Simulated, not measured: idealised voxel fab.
process module | voxel quadruple lines
cross-section cut | 185 nm wide | cells 5 nm
A cross-section is a grid of square cells, given in bands from the top down. A band is one or more rows of cells.
Each band's line starts with the height of the band's top and of its bottom, in nm. Then come its materials from left to right, each with its width in nm. One material with "throughout" fills the band from edge to edge. "air" is empty space.
Height 0 is the level under which the wafer as received is all one material. The lowest band goes on downwards, as in "0 down".
A width such as "30 to 40" changes by the same amount from each row of cells to the next, from the band's top row to its bottom row.
"no change" after a step means that no cell of the cross-section changed.
closed voids: empty space of 8 cells or more with no open way to the top, each as width x height at its distance from the left edge, in nm
after a step's settings: what the simulator itself notes on the step
overlay nm, on a step with a mask: how far to the right of its planned place the mask lay; to the left if negative
Each pair below shows a cross-section before one step and the cross-section after it, down to the lowest band that changed. The line under each pair gives the step between them, with its settings. The pairs can come from different runs of this module on the same starting wafer, so a pair continues from the pair above only where its "before" says so.
before
  0 down: Si throughout
  closed voids: none
after
  5 to 0: SiO2 throughout
  below 0: unchanged
  closed voids: none
the step between: op CONFORMAL_DEP | material SiO2 | thk nm 5
before: the cross-section after the pair above
after
  15 to 5: W throughout
  below 5: unchanged
  closed voids: none
the step between: op DIRECTIONAL_DEP | material W | thk nm 10
before: the cross-section after the pair above
after
  35 to 15: polySi throughout
  below 15: unchanged
  closed voids: none
the step between: op DIRECTIONAL_DEP | material polySi | thk nm 20
before: the cross-section after the pair above
after
  60 to 35: aC throughout
  below 35: unchanged
  closed voids: none
the step between: op DIRECTIONAL_DEP | material aC | thk nm 25
before: the cross-section after the pair above
after
  95 to 60: air 75 | resist 35 | air 75
  below 60: unchanged
  closed voids: none
the step between: op PATTERN | tone cover | mask id MANDREL | material resist | width nm 35 | thk nm 35 | overlay nm 0
before: the cross-section after the pair above
after
  70 to 60: air 75 | resist 35 | air 75
  60 to 35: air 75 | aC 35 | air 75
  below 35: unchanged
  closed voids: none
the step between: op DIRECTIONAL_ETCH | etch materials aC | depth nm 25
before: the cross-section after the pair above
after
  60 to 35: air 75 | aC 35 | air 75
  below 35: unchanged
  closed voids: none
the step between: op STRIP | etch materials resist
before: the cross-section after the pair above
after
  75 to 60: air 60 | SiO2 65 | air 60
  60 to 50: air 60 | SiO2 15 | aC 35 | SiO2 15 | air 60
  50 to 35: SiO2 75 | aC 35 | SiO2 75
  below 35: unchanged
  closed voids: none
the step between: op CONFORMAL_DEP | material SiO2 | thk nm 15
before: the cross-section after the pair above
after
  60 to 35: air 60 | SiO2 15 | aC 35 | SiO2 15 | air 60
  below 35: unchanged
  closed voids: none
the step between: op DIRECTIONAL_ETCH | etch materials SiO2 | depth nm 15
before: the cross-section after the pair above
after
  60 to 35: air 60 | SiO2 15 | air 35 | SiO2 15 | air 60
  below 35: unchanged
  closed voids: none
the step between: op STRIP | etch materials aC
before: the cross-section after the pair above
after
  60 to 35: air 60 | SiO2 15 | air 35 | SiO2 15 | air 60
  35 to 15: air 60 | polySi 15 | air 35 | polySi 15 | air 60
  below 15: unchanged
  closed voids: none
the step between: op DIRECTIONAL_ETCH | etch materials polySi | depth nm 20
before: the cross-section after the pair above
after
  35 to 15: air 60 | polySi 15 | air 35 | polySi 15 | air 60
  below 15: unchanged
  closed voids: none
the step between: op STRIP | etch materials SiO2
before: the cross-section after the pair above
after
  45 to 35: air 50 | SiN 35 | air 15 | SiN 35 | air 50
  35 to 25: air 50 | SiN 10 | polySi 15 | SiN 10 | air 15 | SiN 10 | polySi 15 | SiN 10 | air 50
  25 to 15: SiN 60 | polySi 15 | SiN 35 | polySi 15 | SiN 60
  below 15: unchanged
  closed voids: none
the step between: op CONFORMAL_DEP | material SiN | thk nm 10
before: the cross-section after the pair above
after
  35 to 15: air 50 | SiN 10 | polySi 15 | SiN 10 | air 15 | SiN 10 | polySi 15 | SiN 10 | air 50
  below 15: unchanged
  closed voids: none
the step between: op DIRECTIONAL_ETCH | etch materials SiN | depth nm 10
before: the cross-section after the pair above
after
  35 to 15: air 50 | SiN 10 | air 15 | SiN 10 | air 15 | SiN 10 | air 15 | SiN 10 | air 50
  below 15: unchanged
  closed voids: none
the step between: op STRIP | etch materials polySi
before: the cross-section after the pair above
after
  35 to 15: air 50 | SiN 10 | air 15 | SiN 10 | air 15 | SiN 10 | air 15 | SiN 10 | air 50
  15 to 5: air 50 | W 10 | air 15 | W 10 | air 15 | W 10 | air 15 | W 10 | air 50
  below 5: unchanged
  closed voids: none
the step between: op DIRECTIONAL_ETCH | etch materials W | depth nm 10
before: the cross-section after the pair above
after
  15 to 5: air 50 | W 10 | air 15 | W 10 | air 15 | W 10 | air 15 | W 10 | air 50
  below 5: unchanged
  closed voids: none
the step between: op STRIP | etch materials SiN
before: the cross-section after the pair above
after
  20 to 15: SiO2 throughout
  15 to 5: SiO2 50 | W 10 | SiO2 15 | W 10 | SiO2 15 | W 10 | SiO2 15 | W 10 | SiO2 50
  below 5: unchanged
  closed voids: none
the step between: op FILL_DEP | material SiO2 | thk nm 5
before: the cross-section after the pair above
after
  15 to 5: SiO2 50 | W 10 | SiO2 15 | W 10 | SiO2 15 | W 10 | SiO2 15 | W 10 | SiO2 50
  below 5: unchanged
  closed voids: none
the step between: op CMP | height nm 15
before
  0 down: Si throughout
  closed voids: none
after
  10 to 0: W throughout
  below 0: unchanged
  closed voids: none
the step between: op DIRECTIONAL_DEP | material W | thk nm 10
before: the cross-section after the pair above
after
  30 to 10: polySi throughout
  below 10: unchanged
  closed voids: none
the step between: op DIRECTIONAL_DEP | material polySi | thk nm 20
before: the cross-section after the pair above
after
  55 to 30: aC throughout
  below 30: unchanged
  closed voids: none
the step between: op DIRECTIONAL_DEP | material aC | thk nm 25
before: the cross-section after the pair above
after
  90 to 55: air 75 | resist 35 | air 75
  below 55: unchanged
  closed voids: none
the step between: op PATTERN | tone cover | mask id MANDREL | material resist | width nm 35 | thk nm 35 | overlay nm 0
before: the cross-section after the pair above
after
  65 to 55: air 75 | resist 35 | air 75
  55 to 30: air 75 | aC 35 | air 75
  below 30: unchanged
  closed voids: none
the step between: op DIRECTIONAL_ETCH | etch materials aC | depth nm 25
before: the cross-section after the pair above
after
  55 to 30: air 75 | aC 35 | air 75
  below 30: unchanged
  closed voids: none
the step between: op STRIP | etch materials resist
before: the cross-section after the pair above
after
  70 to 55: air 60 | SiO2 65 | air 60
  55 to 45: air 60 | SiO2 15 | aC 35 | SiO2 15 | air 60
  45 to 30: SiO2 75 | aC 35 | SiO2 75
  below 30: unchanged
  closed voids: none
the step between: op CONFORMAL_DEP | material SiO2 | thk nm 15
before: the cross-section after the pair above
after
  55 to 30: air 60 | SiO2 15 | aC 35 | SiO2 15 | air 60
  below 30: unchanged
  closed voids: none
the step between: op DIRECTIONAL_ETCH | etch materials SiO2 | depth nm 15
before: the cross-section after the pair above
after
  55 to 30: air 60 | SiO2 15 | air 35 | SiO2 15 | air 60
  below 30: unchanged
  closed voids: none
the step between: op STRIP | etch materials aC
before: the cross-section after the pair above
after
  55 to 30: air 60 | SiO2 15 | air 35 | SiO2 15 | air 60
  30 to 10: air 60 | polySi 15 | air 35 | polySi 15 | air 60
  below 10: unchanged
  closed voids: none
the step between: op DIRECTIONAL_ETCH | etch materials polySi | depth nm 20
before: the cross-section after the pair above
after
  30 to 10: air 60 | polySi 15 | air 35 | polySi 15 | air 60
  below 10: unchanged
  closed voids: none
the step between: op STRIP | etch materials SiO2
before: the cross-section after the pair above
after
  40 to 30: air 50 | SiN 35 | air 15 | SiN 35 | air 50
  30 to 20: air 50 | SiN 10 | polySi 15 | SiN 10 | air 15 | SiN 10 | polySi 15 | SiN 10 | air 50
  20 to 10: SiN 60 | polySi 15 | SiN 35 | polySi 15 | SiN 60
  below 10: unchanged
  closed voids: none
the step between: op CONFORMAL_DEP | material SiN | thk nm 10
before: the cross-section after the pair above
after
  30 to 10: air 50 | SiN 10 | polySi 15 | SiN 10 | air 15 | SiN 10 | polySi 15 | SiN 10 | air 50
  below 10: unchanged
  closed voids: none
the step between: op DIRECTIONAL_ETCH | etch materials SiN | depth nm 10
before: the cross-section after the pair above
after
  30 to 10: air 50 | SiN 10 | air 15 | SiN 10 | air 15 | SiN 10 | air 15 | SiN 10 | air 50
  below 10: unchanged
  closed voids: none
the step between: op STRIP | etch materials polySi
before: the cross-section after the pair above
after
  30 to 10: air 50 | SiN 10 | air 15 | SiN 10 | air 15 | SiN 10 | air 15 | SiN 10 | air 50
  10 to 0: air 50 | W 10 | air 15 | W 10 | air 15 | W 10 | air 15 | W 10 | air 50
  below 0: unchanged
  closed voids: none
the step between: op DIRECTIONAL_ETCH | etch materials W | depth nm 10
before: the cross-section after the pair above
after
  10 to 0: air 50 | W 10 | air 15 | W 10 | air 15 | W 10 | air 15 | W 10 | air 50
  below 0: unchanged
  closed voids: none
the step between: op STRIP | etch materials SiN
before: the cross-section after the pair above
after
  15 to 10: SiO2 throughout
  10 to 0: SiO2 50 | W 10 | SiO2 15 | W 10 | SiO2 15 | W 10 | SiO2 15 | W 10 | SiO2 50
  below 0: unchanged
  closed voids: none
the step between: op FILL_DEP | material SiO2 | thk nm 5
before
  20 to 15: SiO2 throughout
  15 to 5: SiO2 50 | W 10 | SiO2 15 | W 10 | SiO2 15 | W 10 | SiO2 15 | W 10 | SiO2 50
  5 to 0: SiO2 throughout
  0 down: Si throughout
  closed voids: none
after
  25 to 15: SiO2 throughout
  below 15: unchanged
  closed voids: none
the step between: op FILL_DEP | material SiO2 | thk nm 5
before: the cross-section after the pair above
after
  15 to 5: SiO2 50 | W 10 | SiO2 15 | W 10 | SiO2 15 | W 10 | SiO2 15 | W 10 | SiO2 50
  below 5: unchanged
  closed voids: none
the step between: op CMP | height nm 15
before
  5 to 0: SiO2 throughout
  0 down: Si throughout
  closed voids: none
after
  25 to 5: polySi throughout
  below 5: unchanged
  closed voids: none
the step between: op DIRECTIONAL_DEP | material polySi | thk nm 20
before: the cross-section after the pair above
after
  35 to 25: W throughout
  below 25: unchanged
  closed voids: none
the step between: op DIRECTIONAL_DEP | material W | thk nm 10
before: the cross-section after the pair above
after
  60 to 35: aC throughout
  below 35: unchanged
  closed voids: none
the step between: op DIRECTIONAL_DEP | material aC | thk nm 25
before: the cross-section after the pair above
after
  95 to 60: air 75 | resist 35 | air 75
  below 60: unchanged
  closed voids: none
the step between: op PATTERN | tone cover | mask id MANDREL | material resist | width nm 35 | thk nm 35 | overlay nm 0
before: the cross-section after the pair above
after
  70 to 60: air 75 | resist 35 | air 75
  60 to 35: air 75 | aC 35 | air 75
  below 35: unchanged
  closed voids: none
the step between: op DIRECTIONAL_ETCH | etch materials aC | depth nm 25
before: the cross-section after the pair above
after
  60 to 35: air 75 | aC 35 | air 75
  below 35: unchanged
  closed voids: none
the step between: op STRIP | etch materials resist
before: the cross-section after the pair above
after
  75 to 60: air 60 | SiO2 65 | air 60
  60 to 50: air 60 | SiO2 15 | aC 35 | SiO2 15 | air 60
  50 to 35: SiO2 75 | aC 35 | SiO2 75
  below 35: unchanged
  closed voids: none
the step between: op CONFORMAL_DEP | material SiO2 | thk nm 15
before: the cross-section after the pair above
after
  60 to 35: air 60 | SiO2 15 | aC 35 | SiO2 15 | air 60
  below 35: unchanged
  closed voids: none
the step between: op DIRECTIONAL_ETCH | etch materials SiO2 | depth nm 15
before: the cross-section after the pair above
after
  60 to 35: air 60 | SiO2 15 | air 35 | SiO2 15 | air 60
  below 35: unchanged
  closed voids: none
the step between: op STRIP | etch materials aC
before: the cross-section after the pair above
after
  35 to 25: W throughout
  below 25: unchanged
  closed voids: none
the step between: op STRIP | etch materials SiO2
before: the cross-section after the pair above
after
  45 to 35: SiN throughout
  below 35: unchanged
  closed voids: none
the step between: op CONFORMAL_DEP | material SiN | thk nm 10
before: the cross-section after the pair above
after
  35 to 25: W throughout
  below 25: unchanged
  closed voids: none
the step between: op DIRECTIONAL_ETCH | etch materials SiN | depth nm 10
before: the cross-section after the pair above
after
  25 to 5: polySi throughout
  below 5: unchanged
  closed voids: none
the step between: op DIRECTIONAL_ETCH | etch materials W | depth nm 10
before: the cross-section after the pair above
after
  30 to 25: SiO2 throughout
  below 25: unchanged
  closed voids: none
the step between: op FILL_DEP | material SiO2 | thk nm 5
before: the cross-section after the pair above
after
  15 to 5: polySi throughout
  below 5: unchanged
  closed voids: none
the step between: op CMP | height nm 15
before
  35 to 15: air 60 | polySi 15 | air 35 | polySi 15 | air 60
  15 to 5: W throughout
  5 to 0: SiO2 throughout
  0 down: Si throughout
  closed voids: none
after
  40 to 35: air 55 | SiN 25 | air 25 | SiN 25 | air 55
  35 to 20: air 55 | SiN 5 | polySi 15 | SiN 5 | air 25 | SiN 5 | polySi 15 | SiN 5 | air 55
  20 to 15: SiN 60 | polySi 15 | SiN 35 | polySi 15 | SiN 60
  below 15: unchanged
  closed voids: none
the step between: op CONFORMAL_DEP | material SiN | thk nm 5
before: the cross-section after the pair above
after
  35 to 30: air 60 | polySi 15 | air 35 | polySi 15 | air 60
  30 to 15: air 55 | SiN 5 | polySi 15 | SiN 5 | air 25 | SiN 5 | polySi 15 | SiN 5 | air 55
  below 15: unchanged
  closed voids: none
the step between: op DIRECTIONAL_ETCH | etch materials SiN | depth nm 10
before: the cross-section after the pair above
after
  30 to 15: air 55 | SiN 5 | air 15 | SiN 5 | air 25 | SiN 5 | air 15 | SiN 5 | air 55
  below 15: unchanged
  closed voids: none
the step between: op STRIP | etch materials polySi
before: the cross-section after the pair above
after
  30 to 15: air 55 | SiN 5 | air 15 | SiN 5 | air 25 | SiN 5 | air 15 | SiN 5 | air 55
  15 to 5: air 55 | W 5 | air 15 | W 5 | air 25 | W 5 | air 15 | W 5 | air 55
  below 5: unchanged
  closed voids: none
the step between: op DIRECTIONAL_ETCH | etch materials W | depth nm 10
before: the cross-section after the pair above
after
  15 to 5: air 55 | W 5 | air 15 | W 5 | air 25 | W 5 | air 15 | W 5 | air 55
  below 5: unchanged
  closed voids: none
the step between: op STRIP | etch materials SiN
before: the cross-section after the pair above
after
  20 to 15: SiO2 throughout
  15 to 5: SiO2 55 | W 5 | SiO2 15 | W 5 | SiO2 25 | W 5 | SiO2 15 | W 5 | SiO2 55
  below 5: unchanged
  closed voids: none
the step between: op FILL_DEP | material SiO2 | thk nm 5
before: the cross-section after the pair above
after
  15 to 5: SiO2 55 | W 5 | SiO2 15 | W 5 | SiO2 25 | W 5 | SiO2 15 | W 5 | SiO2 55
  below 5: unchanged
  closed voids: none
the step between: op CMP | height nm 15
before
  60 to 35: aC throughout
  35 to 15: polySi throughout
  15 to 5: W throughout
  5 to 0: SiO2 throughout
  0 down: Si throughout
  closed voids: none
after
  95 to 60: air 80 | resist 25 | air 80
  below 60: unchanged
  closed voids: none
the step between: op PATTERN | tone cover | mask id MANDREL | material resist | width nm 25 | thk nm 35 | overlay nm 0
before: the cross-section after the pair above
after
  70 to 60: air 80 | resist 25 | air 80
  60 to 35: air 80 | aC 25 | air 80
  below 35: unchanged
  closed voids: none
the step between: op DIRECTIONAL_ETCH | etch materials aC | depth nm 25
before: the cross-section after the pair above
after
  60 to 35: air 80 | aC 25 | air 80
  below 35: unchanged
  closed voids: none
the step between: op STRIP | etch materials resist
before: the cross-section after the pair above
after
  75 to 60: air 65 | SiO2 55 | air 65
  60 to 50: air 65 | SiO2 15 | aC 25 | SiO2 15 | air 65
  50 to 35: SiO2 80 | aC 25 | SiO2 80
  below 35: unchanged
  closed voids: none
the step between: op CONFORMAL_DEP | material SiO2 | thk nm 15
before: the cross-section after the pair above
after
  60 to 35: air 65 | SiO2 15 | aC 25 | SiO2 15 | air 65
  below 35: unchanged
  closed voids: none
the step between: op DIRECTIONAL_ETCH | etch materials SiO2 | depth nm 15
before: the cross-section after the pair above
after
  60 to 35: air 65 | SiO2 15 | air 25 | SiO2 15 | air 65
  below 35: unchanged
  closed voids: none
the step between: op STRIP | etch materials aC
before: the cross-section after the pair above
after
  60 to 35: air 65 | SiO2 15 | air 25 | SiO2 15 | air 65
  35 to 15: air 65 | polySi 15 | air 25 | polySi 15 | air 65
  below 15: unchanged
  closed voids: none
the step between: op DIRECTIONAL_ETCH | etch materials polySi | depth nm 20
before: the cross-section after the pair above
after
  35 to 15: air 65 | polySi 15 | air 25 | polySi 15 | air 65
  below 15: unchanged
  closed voids: none
the step between: op STRIP | etch materials SiO2
before: the cross-section after the pair above
after
  45 to 35: air 55 | SiN 35 | air 5 | SiN 35 | air 55
  35 to 25: air 55 | SiN 10 | polySi 15 | SiN 10 | air 5 | SiN 10 | polySi 15 | SiN 10 | air 55
  25 to 15: SiN 65 | polySi 15 | SiN 25 | polySi 15 | SiN 65
  below 15: unchanged
  closed voids: none
the step between: op CONFORMAL_DEP | material SiN | thk nm 10
before: the cross-section after the pair above
after
  35 to 15: air 55 | SiN 10 | polySi 15 | SiN 10 | air 5 | SiN 10 | polySi 15 | SiN 10 | air 55
  below 15: unchanged
  closed voids: none
the step between: op DIRECTIONAL_ETCH | etch materials SiN | depth nm 10
before: the cross-section after the pair above
after
  35 to 15: air 55 | SiN 10 | air 15 | SiN 10 | air 5 | SiN 10 | air 15 | SiN 10 | air 55
  below 15: unchanged
  closed voids: none
the step between: op STRIP | etch materials polySi
before: the cross-section after the pair above
after
  35 to 15: air 55 | SiN 10 | air 15 | SiN 10 | air 5 | SiN 10 | air 15 | SiN 10 | air 55
  15 to 5: air 55 | W 10 | air 15 | W 10 | air 5 | W 10 | air 15 | W 10 | air 55
  below 5: unchanged
  closed voids: none
the step between: op DIRECTIONAL_ETCH | etch materials W | depth nm 10
before: the cross-section after the pair above
after
  15 to 5: air 55 | W 10 | air 15 | W 10 | air 5 | W 10 | air 15 | W 10 | air 55
  below 5: unchanged
  closed voids: none
the step between: op STRIP | etch materials SiN
before: the cross-section after the pair above
after
  20 to 15: SiO2 throughout
  15 to 5: SiO2 55 | W 10 | SiO2 15 | W 10 | SiO2 5 | W 10 | SiO2 15 | W 10 | SiO2 55
  below 5: unchanged
  closed voids: none
the step between: op FILL_DEP | material SiO2 | thk nm 5
before: the cross-section after the pair above
after
  15 to 5: SiO2 55 | W 10 | SiO2 15 | W 10 | SiO2 5 | W 10 | SiO2 15 | W 10 | SiO2 55
  below 5: unchanged
  closed voids: none
the step between: op CMP | height nm 15
before
  60 to 35: aC throughout
  35 to 15: polySi throughout
  15 to 5: W throughout
  5 to 0: SiO2 throughout
  0 down: Si throughout
  closed voids: none
after
  95 to 60: air 80 | resist 35 | air 70
  below 60: unchanged
  closed voids: none
the step between: op PATTERN | tone cover | mask id MANDREL | material resist | width nm 35 | thk nm 35 | overlay nm 5
before: the cross-section after the pair above
after
  70 to 60: air 80 | resist 35 | air 70
  60 to 35: air 80 | aC 35 | air 70
  below 35: unchanged
  closed voids: none
the step between: op DIRECTIONAL_ETCH | etch materials aC | depth nm 25
before: the cross-section after the pair above
after
  60 to 35: air 80 | aC 35 | air 70
  below 35: unchanged
  closed voids: none
the step between: op STRIP | etch materials resist
before: the cross-section after the pair above
after
  75 to 60: air 65 | SiO2 65 | air 55
  60 to 50: air 65 | SiO2 15 | aC 35 | SiO2 15 | air 55
  50 to 35: SiO2 80 | aC 35 | SiO2 70
  below 35: unchanged
  closed voids: none
the step between: op CONFORMAL_DEP | material SiO2 | thk nm 15
before: the cross-section after the pair above
after
  60 to 35: air 65 | SiO2 15 | aC 35 | SiO2 15 | air 55
  below 35: unchanged
  closed voids: none
the step between: op DIRECTIONAL_ETCH | etch materials SiO2 | depth nm 15
before: the cross-section after the pair above
after
  60 to 35: air 65 | SiO2 15 | air 35 | SiO2 15 | air 55
  below 35: unchanged
  closed voids: none
the step between: op STRIP | etch materials aC
before: the cross-section after the pair above
after
  60 to 35: air 65 | SiO2 15 | air 35 | SiO2 15 | air 55
  35 to 15: air 65 | polySi 15 | air 35 | polySi 15 | air 55
  below 15: unchanged
  closed voids: none
the step between: op DIRECTIONAL_ETCH | etch materials polySi | depth nm 20
before: the cross-section after the pair above
after
  35 to 15: air 65 | polySi 15 | air 35 | polySi 15 | air 55
  below 15: unchanged
  closed voids: none
the step between: op STRIP | etch materials SiO2
before: the cross-section after the pair above
after
  45 to 35: air 55 | SiN 35 | air 15 | SiN 35 | air 45
  35 to 25: air 55 | SiN 10 | polySi 15 | SiN 10 | air 15 | SiN 10 | polySi 15 | SiN 10 | air 45
  25 to 15: SiN 65 | polySi 15 | SiN 35 | polySi 15 | SiN 55
  below 15: unchanged
  closed voids: none
the step between: op CONFORMAL_DEP | material SiN | thk nm 10
before: the cross-section after the pair above
after
  35 to 15: air 55 | SiN 10 | polySi 15 | SiN 10 | air 15 | SiN 10 | polySi 15 | SiN 10 | air 45
  below 15: unchanged
  closed voids: none
the step between: op DIRECTIONAL_ETCH | etch materials SiN | depth nm 10
before: the cross-section after the pair above
after
  35 to 15: air 55 | SiN 10 | air 15 | SiN 10 | air 15 | SiN 10 | air 15 | SiN 10 | air 45
  below 15: unchanged
  closed voids: none
the step between: op STRIP | etch materials polySi
before: the cross-section after the pair above
after
  35 to 15: air 55 | SiN 10 | air 15 | SiN 10 | air 15 | SiN 10 | air 15 | SiN 10 | air 45
  15 to 5: air 55 | W 10 | air 15 | W 10 | air 15 | W 10 | air 15 | W 10 | air 45
  below 5: unchanged
  closed voids: none
the step between: op DIRECTIONAL_ETCH | etch materials W | depth nm 10
before: the cross-section after the pair above
after
  15 to 5: air 55 | W 10 | air 15 | W 10 | air 15 | W 10 | air 15 | W 10 | air 45
  below 5: unchanged
  closed voids: none
the step between: op STRIP | etch materials SiN
before: the cross-section after the pair above
after
  20 to 15: SiO2 throughout
  15 to 5: SiO2 55 | W 10 | SiO2 15 | W 10 | SiO2 15 | W 10 | SiO2 15 | W 10 | SiO2 45
  below 5: unchanged
  closed voids: none
the step between: op FILL_DEP | material SiO2 | thk nm 5
before: the cross-section after the pair above
after
  15 to 5: SiO2 55 | W 10 | SiO2 15 | W 10 | SiO2 15 | W 10 | SiO2 15 | W 10 | SiO2 45
  below 5: unchanged
  closed voids: none
the step between: op CMP | height nm 15
before
  60 to 35: air 60 | SiO2 15 | aC 35 | SiO2 15 | air 60
  35 to 15: polySi throughout
  15 to 5: W throughout
  5 to 0: SiO2 throughout
  0 down: Si throughout
  closed voids: none
after
  60 to 35: air 75 | aC 35 | air 75
  below 35: unchanged
  closed voids: none
the step between: op STRIP | etch materials SiO2
before: the cross-section after the pair above
after
  60 to 35: air 75 | aC 35 | air 75
  35 to 15: air 75 | polySi 35 | air 75
  below 15: unchanged
  closed voids: none
the step between: op DIRECTIONAL_ETCH | etch materials polySi | depth nm 20
before: the cross-section after the pair above
after
  70 to 60: air 65 | SiN 55 | air 65
  60 to 35: air 65 | SiN 10 | aC 35 | SiN 10 | air 65
  35 to 25: air 65 | SiN 10 | polySi 35 | SiN 10 | air 65
  25 to 15: SiN 75 | polySi 35 | SiN 75
  below 15: unchanged
  closed voids: none
the step between: op CONFORMAL_DEP | material SiN | thk nm 10
before: the cross-section after the pair above
after
  60 to 35: air 65 | SiN 10 | aC 35 | SiN 10 | air 65
  35 to 15: air 65 | SiN 10 | polySi 35 | SiN 10 | air 65
  below 15: unchanged
  closed voids: none
the step between: op DIRECTIONAL_ETCH | etch materials SiN | depth nm 10
before: the cross-section after the pair above
after
  60 to 35: air 65 | SiN 10 | aC 35 | SiN 10 | air 65
  35 to 15: air 65 | SiN 10 | polySi 35 | SiN 10 | air 65
  15 to 5: air 65 | W 55 | air 65
  below 5: unchanged
  closed voids: none
the step between: op DIRECTIONAL_ETCH | etch materials W | depth nm 10
before: the cross-section after the pair above
after
  60 to 35: air 75 | aC 35 | air 75
  35 to 15: air 75 | polySi 35 | air 75
  below 15: unchanged
  closed voids: none
the step between: op STRIP | etch materials SiN
before: the cross-section after the pair above
after
  65 to 60: SiO2 throughout
  60 to 35: SiO2 75 | aC 35 | SiO2 75
  35 to 15: SiO2 75 | polySi 35 | SiO2 75
  15 to 5: SiO2 65 | W 55 | SiO2 65
  below 5: unchanged
  closed voids: none
the step between: op FILL_DEP | material SiO2 | thk nm 5
before: the cross-section after the pair above
after
  15 to 5: SiO2 65 | W 55 | SiO2 65
  below 5: unchanged
  closed voids: none
the step between: op CMP | height nm 15
before
  60 to 35: aC throughout
  35 to 15: polySi throughout
  15 to 5: W throughout
  5 to 0: SiO2 throughout
  0 down: Si throughout
  closed voids: none
after
  95 to 60: resist 75 | air 35 | resist 75
  below 60: unchanged
  closed voids: none
the step between: op PATTERN | tone open | mask id MANDREL | material resist | width nm 35 | thk nm 35 | overlay nm 0
before: the cross-section after the pair above
after
  70 to 60: resist 75 | air 35 | resist 75
  60 to 35: aC 75 | air 35 | aC 75
  below 35: unchanged
  closed voids: none
the step between: op DIRECTIONAL_ETCH | etch materials aC | depth nm 25
before: the cross-section after the pair above
after
  60 to 35: aC 75 | air 35 | aC 75
  below 35: unchanged
  closed voids: none
the step between: op STRIP | etch materials resist
before: the cross-section after the pair above
after
  75 to 60: SiO2 90 | air 5 | SiO2 90
  60 to 50: aC 75 | SiO2 15 | air 5 | SiO2 15 | aC 75
  50 to 35: aC 75 | SiO2 35 | aC 75
  below 35: unchanged
  closed voids: none
the step between: op CONFORMAL_DEP | material SiO2 | thk nm 15
before: the cross-section after the pair above
after
  60 to 35: aC 75 | SiO2 15 | air 5 | SiO2 15 | aC 75
  below 35: unchanged
  closed voids: none
the step between: op DIRECTIONAL_ETCH | etch materials SiO2 | depth nm 15
before: the cross-section after the pair above
after
  60 to 35: air 75 | SiO2 15 | air 5 | SiO2 15 | air 75
  below 35: unchanged
  closed voids: none
the step between: op STRIP | etch materials aC
before: the cross-section after the pair above
after
  60 to 35: air 75 | SiO2 15 | air 5 | SiO2 15 | air 75
  35 to 15: air 75 | polySi 15 | air 5 | polySi 15 | air 75
  below 15: unchanged
  closed voids: none
the step between: op DIRECTIONAL_ETCH | etch materials polySi | depth nm 20
before: the cross-section after the pair above
after
  35 to 15: air 75 | polySi 15 | air 5 | polySi 15 | air 75
  below 15: unchanged
  closed voids: none
the step between: op STRIP | etch materials SiO2
before: the cross-section after the pair above
after
  45 to 35: air 65 | SiN 55 | air 65
  35 to 25: air 65 | SiN 10 | polySi 15 | SiN 5 | polySi 15 | SiN 10 | air 65
  25 to 15: SiN 75 | polySi 15 | SiN 5 | polySi 15 | SiN 75
  below 15: unchanged
  closed voids: none
the step between: op CONFORMAL_DEP | material SiN | thk nm 10
before: the cross-section after the pair above
after
  35 to 15: air 65 | SiN 10 | polySi 15 | SiN 5 | polySi 15 | SiN 10 | air 65
  below 15: unchanged
  closed voids: none
the step between: op DIRECTIONAL_ETCH | etch materials SiN | depth nm 10
before: the cross-section after the pair above
after
  35 to 15: air 65 | SiN 10 | air 15 | SiN 5 | air 15 | SiN 10 | air 65
  below 15: unchanged
  closed voids: none
the step between: op STRIP | etch materials polySi
before: the cross-section after the pair above
after
  35 to 15: air 65 | SiN 10 | air 15 | SiN 5 | air 15 | SiN 10 | air 65
  15 to 5: air 65 | W 10 | air 15 | W 5 | air 15 | W 10 | air 65
  below 5: unchanged
  closed voids: none
the step between: op DIRECTIONAL_ETCH | etch materials W | depth nm 10
before: the cross-section after the pair above
after
  15 to 5: air 65 | W 10 | air 15 | W 5 | air 15 | W 10 | air 65
  below 5: unchanged
  closed voids: none
the step between: op STRIP | etch materials SiN
before: the cross-section after the pair above
after
  20 to 15: SiO2 throughout
  15 to 5: SiO2 65 | W 10 | SiO2 15 | W 5 | SiO2 15 | W 10 | SiO2 65
  below 5: unchanged
  closed voids: none
the step between: op FILL_DEP | material SiO2 | thk nm 5
before: the cross-section after the pair above
after
  15 to 5: SiO2 65 | W 10 | SiO2 15 | W 5 | SiO2 15 | W 10 | SiO2 65
  below 5: unchanged
  closed voids: none
the step between: op CMP | height nm 15
